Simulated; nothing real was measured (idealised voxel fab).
The following process module bears the name voxel self aligned vias.
Cross-section cut: width 180 nm, square cells of 5 nm.
Cross-section spec: square-cell grid; bands listed top down; each band is one or more rows.
The band entry comprises the height of the band's top followed by the height of its bottom, expressed in nm, and subsequently the band's materials from left to right, each stated together with its width in nm. Where a single material is marked with the word "all across", that material fills the band from edge to edge. The word "air" represents empty space.
Ref level 0: as-received wafer is one material below here. Bottom band extends down with no lower bound ("0 -> down").
When a width is written as two numbers, as in "30..40", the first number is the width in the top row of cells of the band and the second is the width in its bottom row, and the width changes by the same amount from each row to the next.
Reading "no change" for a step: not a cell of the cross-section changed in it.
Entry "Closed internal cavities" = empty spaces >= 8 cells with no open way to the top; each as width x height at distance, distance from left edge, all nm.
after a step's settings: what the simulator itself notes on the step
Each step line may optionally specify "overlay nm", which for a step with a mask gives the rightward distance between the mask's planned place and where it lay, a negative value indicating the leftward direction.
Reading guide: pairs of cross-sections, before and after one process step; after view cut off at lowest changed band; step and settings listed under each pair. Pairs may stem from different runs of this module on the same starting wafer; continuity with the pair above only where the "Pre-step snapshot" entry states it.
Pre-step snapshot
* 60 -> 50: lowk (15); TiN (5); W (30); TiN (5); lowk (15); TiN (5); W (30); TiN (5); lowk (15); TiN (5); W (30); TiN (5); lowk (15)
* 50 -> 45: lowk (15); TiN (40); lowk (15); TiN (40); lowk (15); TiN (40); lowk (15)
* 45 -> 40: lowk (25); SiO2 (5); TiN (10); SiO2 (5); lowk (35); SiO2 (5); TiN (10); SiO2 (5); lowk (35); SiO2 (5); TiN (10); SiO2 (5); lowk (25)
* 40 -> 25: lowk (25); SiO2 (5); Ru (10); SiO2 (5); lowk (35); SiO2 (5); Ru (10); SiO2 (5); lowk (35); SiO2 (5); Ru (10); SiO2 (5); lowk (25)
* 25 -> 20: lowk (25); SiO2 (20); lowk (35); SiO2 (20); lowk (35); SiO2 (20); lowk (25)
* 20 -> 15: SiCN all across
* 15 -> 0: SiO2 all across
* 0 -> down: Si all across
* Closed internal cavities: none
Resulting Cross-Section
* 65 -> 60: SiN all across
* Everything under 60 stays put, no change at all.
* Closed internal cavities: none
Step linking the sections shown: CONFORMAL_DEP,material SiN,thk nm 5
Pre-step snapshot
* 55 -> 45: aC all across
* 45 -> 20: lowk all across
* 20 -> 15: SiCN all across
* 15 -> 0: SiO2 all across
* 0 -> down: Si all across
* Closed internal cavities: none
Resulting Cross-Section
* 80 -> 55: air (25); resist (20); air (35); resist (20); air (35); resist (20); air (25)
* Everything under 55 stays put, no change at all.
* Closed internal cavities: none
Step linking the sections shown: PATTERN,tone cover,mask id LINES,material resist,width nm 20,pitch nm 55,thk nm 25,overlay nm 0
Pre-step snapshot: after-state, pair directly above.
Resulting Cross-Section
* 70 -> 55: air (25); resist (20); air (35); resist (20); air (35); resist (20); air (25)
* 55 -> 45: air (25); aC (20); air (35); aC (20); air (35); aC (20); air (25)
* Everything under 45 stays put, no change at all.
* Closed internal cavities: none
Step linking the sections shown: DIRECTIONAL_ETCH,etch materials aC,depth nm 10
Pre-step snapshot: after-state, pair directly above.
Resulting Cross-Section
* 55 -> 45: air (25); aC (20); air (35); aC (20); air (35); aC (20); air (25)
* Everything under 45 stays put, no change at all.
* Closed internal cavities: none
Step linking the sections shown: STRIP,etch materials resist
Pre-step snapshot: after-state, pair directly above.
Resulting Cross-Section
* 55 -> 45: air (25); aC (20); air (35); aC (20); air (35); aC (20); air (25)
* 45 -> 20: air (25); lowk (20); air (35); lowk (20); air (35); lowk (20); air (25)
* Everything under 20 stays put, no change at all.
* Closed internal cavities: none
Step linking the sections shown: DIRECTIONAL_ETCH,etch materials lowk,depth nm 25
Pre-step snapshot: after-state, pair directly above.
Resulting Cross-Section
* 45 -> 20: air (25); lowk (20); air (35); lowk (20); air (35); lowk (20); air (25)
* Everything under 20 stays put, no change at all.
* Closed internal cavities: none
Step linking the sections shown: STRIP,etch materials aC
Pre-step snapshot: after-state, pair directly above.
Resulting Cross-Section
* 50 -> 45: air (20); TiN (30); air (25); TiN (30); air (25); TiN (30); air (20)
* 45 -> 25: air (20); TiN (5); lowk (20); TiN (5); air (25); TiN (5); lowk (20); TiN (5); air (25); TiN (5); lowk (20); TiN (5); air (20)
* 25 -> 20: TiN (25); lowk (20); TiN (35); lowk (20); TiN (35); lowk (20); TiN (25)
* Everything under 20 stays put, no change at all.
* Closed internal cavities: none
Step linking the sections shown: CONFORMAL_DEP,material TiN,thk nm 5
Pre-step snapshot: after-state, pair directly above.
Resulting Cross-Section
* 55 -> 50: Ru all across
* 50 -> 45: Ru (20); TiN (30); Ru (25); TiN (30); Ru (25); TiN (30); Ru (20)
* 45 -> 25: Ru (20); TiN (5); lowk (20); TiN (5); Ru (25); TiN (5); lowk (20); TiN (5); Ru (25); TiN (5); lowk (20); TiN (5); Ru (20)
* Everything under 25 stays put, no change at all.
* Closed internal cavities: none
Step linking the sections shown: FILL_DEP,material Ru,thk nm 5
Pre-step snapshot: after-state, pair directly above.
Resulting Cross-Section
* 45 -> 25: Ru (20); TiN (5); lowk (20); TiN (5); Ru (25); TiN (5); lowk (20); TiN (5); Ru (25); TiN (5); lowk (20); TiN (5); Ru (20)
* Everything under 25 stays put, no change at all.
* Closed internal cavities: none
Step linking the sections shown: CMP,height nm 45
Pre-step snapshot: after-state, pair directly above.
Resulting Cross-Section
* 45 -> 40: air (25); lowk (20); air (35); lowk (20); air (35); lowk (20); air (25)
* Everything under 40 stays put, no change at all.
* Closed internal cavities: none
Step linking the sections shown: SELECTIVE_ETCH,etch materials W Ru TiN,depth nm 5
Pre-step snapshot: after-state, pair directly above.
Resulting Cross-Section
* 55 -> 45: SiN all across
* 45 -> 40: SiN (25); lowk (20); SiN (35); lowk (20); SiN (35); lowk (20); SiN (25)
* Everything under 40 stays put, no change at all.
* Closed internal cavities: none
Step linking the sections shown: FILL_DEP,material SiN,thk nm 10
Pre-step snapshot: after-state, pair directly above.
Resulting Cross-Section
* 45 -> 40: SiN (25); lowk (20); SiN (35); lowk (20); SiN (35); lowk (20); SiN (25)
* Everything under 40 stays put, no change at all.
* Closed internal cavities: none
Step linking the sections shown: CMP,height nm 45
Pre-step snapshot: after-state, pair directly above.
Resulting Cross-Section
* 60 -> 45: lowk all across
* Everything under 45 stays put, no change at all.
* Closed internal cavities: none
Step linking the sections shown: DIRECTIONAL_DEP,material lowk,thk nm 15
Pre-step snapshot: after-state, pair directly above.
Resulting Cross-Section
* 75 -> 60: resist (15); air (40); resist (15); air (40); resist (15); air (40); resist (15)
* Everything under 60 stays put, no change at all.
* Closed internal cavities: none
Step linking the sections shown: PATTERN,tone open,mask id VIAS,material resist,width nm 40,pitch nm 55,thk nm 15,overlay nm 0
Pre-step snapshot: after-state, pair directly above.
Resulting Cross-Section
* 75 -> 60: resist (15); air (40); resist (15); air (40); resist (15); air (40); resist (15)
* 60 -> 45: lowk (15); air (40); lowk (15); air (40); lowk (15); air (40); lowk (15)
* Everything under 45 stays put, no change at all.
* Closed internal cavities: none
Step linking the sections shown: DIRECTIONAL_ETCH,etch materials lowk,depth nm 15
Pre-step snapshot: after-state, pair directly above.
Resulting Cross-Section
* 75 -> 60: resist (15); air (40); resist (15); air (40); resist (15); air (40); resist (15)
* 60 -> 45: lowk (15); air (40); lowk (15); air (40); lowk (15); air (40); lowk (15)
* 45 -> 40: SiN (15); air (10); lowk (20); air (10); SiN (15); air (10); lowk (20); air (10); SiN (15); air (10); lowk (20); air (10); SiN (15)
* Everything under 40 stays put, no change at all.
* Closed internal cavities: none
Step linking the sections shown: DIRECTIONAL_ETCH,etch materials SiN,depth nm 5
Pre-step snapshot: after-state, pair directly above.
Resulting Cross-Section
* 60 -> 45: lowk (15); air (40); lowk (15); air (40); lowk (15); air (40); lowk (15)
* Everything under 45 stays put, no change at all.
* Closed internal cavities: none
Step linking the sections shown: STRIP,etch materials resist
Pre-step snapshot: after-state, pair directly above.
Resulting Cross-Section
* 65 -> 60: TiN (20); air (30); TiN (25); air (30); TiN (25); air (30); TiN (20)
* 60 -> 50: lowk (15); TiN (5); air (30); TiN (5); lowk (15); TiN (5); air (30); TiN (5); lowk (15); TiN (5); air (30); TiN (5); lowk (15)
* 50 -> 45: lowk (15); TiN (40); lowk (15); TiN (40); lowk (15); TiN (40); lowk (15)
* 45 -> 40: SiN (15); TiN (10); lowk (20); TiN (10); SiN (15); TiN (10); lowk (20); TiN (10); SiN (15); TiN (10); lowk (20); TiN (10); SiN (15)
* Everything under 40 stays put, no change at all.
* Closed internal cavities: none
Step linking the sections shown: CONFORMAL_DEP,material TiN,thk nm 5
Pre-step snapshot: after-state, pair directly above.
Resulting Cross-Section
* 75 -> 65: W all across
* 65 -> 60: TiN (20); W (30); TiN (25); W (30); TiN (25); W (30); TiN (20)
* 60 -> 50: lowk (15); TiN (5); W (30); TiN (5); lowk (15); TiN (5); W (30); TiN (5); lowk (15); TiN (5); W (30); TiN (5); lowk (15)
* Everything under 50 stays put, no change at all.
* Closed internal cavities: none
Step linking the sections shown: FILL_DEP,material W,thk nm 10
Pre-step snapshot: after-state, pair directly above.
Resulting Cross-Section
* 60 -> 50: lowk (15); TiN (5); W (30); TiN (5); lowk (15); TiN (5); W (30); TiN (5); lowk (15); TiN (5); W (30); TiN (5); lowk (15)
* Everything under 50 stays put, no change at all.
* Closed internal cavities: none
Step linking the sections shown: CMP,height nm 60
Pre-step snapshot: after-state, pair directly above.
Resulting Cross-Section
* 65 -> 60: SiN all across
* Everything under 60 stays put, no change at all.
* Closed internal cavities: none
Step linking the sections shown: CONFORMAL_DEP,material SiN,thk nm 5
